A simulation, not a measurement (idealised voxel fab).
Process module under the name voxel ribs on slabs
Cross-sectional view cut (width: 215 nm; square cell size: 5 nm).
Bands, listed from the top down, are how a cross-section gets written in this document; the cross-section itself is a grid of square cells, and a band is one or more rows of them.
Within each band entry, the heights of the top and of the bottom of the band appear first, in that order and in nm; the materials of the band then follow from left to right, each with its corresponding width in nm. The designation "full width" on a single material indicates that it fills the band from edge to edge; the designation "empty" indicates empty space.
Heights are expressed relative to 0, this being the level below which the as-received wafer comprises one material exclusively. The lowest band is unbounded in the downward direction and is denoted as in "0 and below".
When a width is written as two numbers, as in "30 to 40", the first number is the width in the top row of cells of the band and the second is the width in its bottom row, and the width changes by the same amount from each row to the next.
Take "no alteration" at face value: in the step it is given for, the cross-section changed in none of its cells.
The entry "Cavities, sealed" lists the empty spaces that cover at least 8 cells and have no open path to the top. Each is written as width x height at distance, where the distance is measured from the left edge and all three values are in nm.
Text after the settings on a step's line: the simulator's own remark on that step.
The "overlay nm" setting may appear on a step's line; for a step that uses a mask, it gives how far to the right of its planned position the mask lay, and a negative value indicates the left.
Process steps - plan:
- 1: RECEIVE: material Si
- 2: DIRECTIONAL_DEP: material SiO2, thk nm 20
- 3: DIRECTIONAL_DEP: material SiN, thk nm 25
- 4: MASKED_ETCH: tone cover, mask id RIB, width nm 30, etch materials SiN, depth nm 10, overlay nm 0
- 5: DIRECTIONAL_DEP: material aC, thk nm 15
- 6: PATTERN: tone cover, mask id SLAB, material resist, width nm 60, thk nm 30, overlay nm 0
- 7: DIRECTIONAL_ETCH: etch materials aC, depth nm 15
- 8: STRIP: etch materials resist
- 9: DIRECTIONAL_ETCH: etch materials SiN, depth nm 15
- 10: STRIP: etch materials aC
- 11: FILL_DEP: material SiO2, thk nm 20
- 12: CMP: height nm 55
- 13: DIRECTIONAL_DEP: material TiN, thk nm 5
- 14: PATTERN: tone cover, mask id HEATER, material resist, width nm 40, thk nm 15, overlay nm 0
- 15: DIRECTIONAL_ETCH: etch materials TiN, depth nm 5
- 16: STRIP: etch materials resist
- 17: CONFORMAL_DEP: material SiO2, thk nm 10
Cross-section of the wafer at receipt, which is the condition after step 1:
* 0 and below | Si full width
* Cavities, sealed: none
Module complete - cross-section of the first of two wafers, run according to plan:
* 70 down to 65 | empty 75 nm / SiO2 60 nm / empty 80 nm
* 65 down to 60 | SiO2 full width
* 60 down to 55 | SiO2 85 nm / TiN 40 nm / SiO2 90 nm
* 55 down to 45 | SiO2 full width
* 45 down to 35 | SiO2 90 nm / SiN 30 nm / SiO2 95 nm
* 35 down to 20 | SiO2 75 nm / SiN 60 nm / SiO2 80 nm
* 20 down to 0 | SiO2 full width
* 0 and below | Si full width
* Cavities, sealed: none
End of module, second wafer, cross-section. Started like the first, planned like the first, run with one mistake:
* 70 down to 65 | empty 80 nm / SiO2 50 nm / empty 85 nm
* 65 down to 60 | SiO2 full width
* 60 down to 55 | SiO2 90 nm / TiN 30 nm / SiO2 95 nm
* 55 down to 45 | SiO2 full width
* 45 down to 35 | SiO2 90 nm / SiN 30 nm / SiO2 95 nm
* 35 down to 20 | SiO2 75 nm / SiN 60 nm / SiO2 80 nm
* 20 down to 0 | SiO2 full width
* 0 and below | Si full width
* Cavities, sealed: none
In executing the process, a mistake was made relative to the plan: step 14 off recipe, ran as PATTERN: tone cover, mask id HEATER, material resist, width nm 30, thk nm 15, overlay nm 0
Wrapping up, a cell-based count of both wafers puts the second over or under the first for these materials: 2 fewer of TiN
